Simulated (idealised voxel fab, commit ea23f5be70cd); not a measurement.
The following process module bears the name voxel air gaps.
Section cut is 285 nm wide and gridded with 5 nm square cells.
For the purposes of this document, a cross-section shall be understood as a grid of square cells, specified as bands listed in top-to-bottom order, each band consisting of one or more rows of cells.
For a band, the entry starts with two heights in nm, that of the top and then that of the bottom, and carries on with the band's materials in order from left to right, each alongside its width in nm; the word "throughout" beside a single material means it fills the band edge to edge, and "empty" means empty space.
Below 0: as-received wafer, all one material; heights counted from there. Lowest band: no bottom, goes on down, written "0..down".
Quick explanation for "30..40": the width changes in equal steps down the rows of cells, from the first number in the band's top row to the second number in its bottom row.
"everything unchanged" -> step changed no cross-section cell.
"Sealed void inventory" contains a list of empty spaces, each no smaller than 8 cells and without an open way to the top, written in the form width x height at distance with the distance from the left edge and all three in nm.
The remark found on a step's line after its settings is issued by the simulator itself and pertains to that step.
The line of a step may include "overlay nm". On a step with a mask, this value is how far to the right of its planned place the mask lay. A negative value means the mask lay to the left.
### The process steps that were planned are listed below
1,RECEIVE with material Si
2,CONFORMAL_DEP with material SiO2, thk nm 15
3,CONFORMAL_DEP with material SiN, thk nm 5
4,DIRECTIONAL_DEP with material lowk, thk nm 30
5,MASKED_ETCH with tone open, mask id LINES, width nm 20, pitch nm 50, etch materials lowk, depth nm 30, overlay nm 0
6,CONFORMAL_DEP with material TiN, thk nm 5
7,FILL_DEP with material Cu, thk nm 10
8,CMP with height nm 50
9,EPI with material Ru, thk nm 10
10,SELECTIVE_ETCH with etch materials lowk, depth nm 40
11,CONFORMAL_DEP with material SiCN, thk nm 5
### Cross-section of the wafer as it came to us, i.e., already through step 1
  0..down: Si throughout
  Sealed void inventory: none
### Below is the wafer in cross-section after the module was completed. It began from the starting point shown above and followed the plan shown above, except that one mistake was made while running it
  65..60: SiCN throughout
  60..50: Ru throughout
  50..25: Cu: 50  TiN: 5  lowk: 20  TiN: 5  Cu: 20  TiN: 5  lowk: 20  TiN: 5  Cu: 20  TiN: 5  lowk: 20  TiN: 5  Cu: 20  TiN: 5  lowk: 20  TiN: 5  Cu: 55
  25..20: TiN: 55  lowk: 20  TiN: 30  lowk: 20  TiN: 30  lowk: 20  TiN: 30  lowk: 20  TiN: 60
  20..15: SiN throughout
  15..0: SiO2 throughout
  0..down: Si throughout
  Sealed void inventory: none
Here's what went sideways: it should be noted that step 5 was executed with settings other than those planned, the operation and settings actually applied being MASKED_ETCH with tone cover, mask id LINES, width nm 20, pitch nm 50, etch materials lowk, depth nm 30, overlay nm 0
